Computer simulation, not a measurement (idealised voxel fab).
Name of the process module below: voxel lift off
The width of the displayed cross-section, cut, is 155 nm; its cells are square, with a size of 5 nm.
In this document a cross-section is written as a grid of square cells. It is given as a series of bands, listed from the top down, and a band is one or more rows of cells. Basically the band line says how high the top is and how high the bottom is, in nm, and then what's in it from left to right, every material with its width in nm. Empty space shows up as "air", and if a single material carries "all across" it runs the full band edge to edge. Height 0 is the level under which the wafer as received is all one material. The lowest band goes on downwards, as in "from 0 down". Width: "30->40" (first number = top row, second number = bottom row, same change from row to row of cells). "nothing different" for a step: no cell of the cross-section changed in that step. Voids not open to the top, 8 cells minimum: see "Completely enclosed voids". Written width x height at distance; distance is from the left edge; nm. That trailing text on a step's line, after the settings, is the simulator's own remark on the step. If you see "overlay nm" on a step's line and that step has a mask, it's telling you how far right of where it was planned the mask ended up; a negative number means it went left instead.

# Process steps (planned)
| 1 | RECEIVE: material Si |
| 2 | CONFORMAL_DEP: material Al2O3, thk nm 15 |
| 3 | PATTERN: tone open, mask id LINES, material resist, width nm 15, pitch nm 40, thk nm 25, overlay nm 0 |
| 4 | DIRECTIONAL_DEP: material Ru, thk nm 15 |
| 5 | STRIP: etch materials resist |
| 6 | CONFORMAL_DEP: material SiO2, thk nm 5 |

# As received (post step 1): cross-section
* from 0 down | Si all across
* Completely enclosed voids: none

# Look at the cross-section after the module: the wafer started out the way shown above and the plan was the one shown above, yet one mistake was made along the way
* from 50 to 45 | air 25; SiO2 25; air 15; SiO2 25; air 15; SiO2 25; air 25
* from 45 to 35 | air 25; SiO2 5; Ru 15; SiO2 5; air 15; SiO2 5; Ru 15; SiO2 5; air 15; SiO2 5; Ru 15; SiO2 5; air 25
* from 35 to 30 | SiO2 30; Ru 15; SiO2 25; Ru 15; SiO2 25; Ru 15; SiO2 30
* from 30 to 0 | Al2O3 all across
* from 0 down | Si all across
* Completely enclosed voids: none
Processing error: step 2 from the plan got run twice
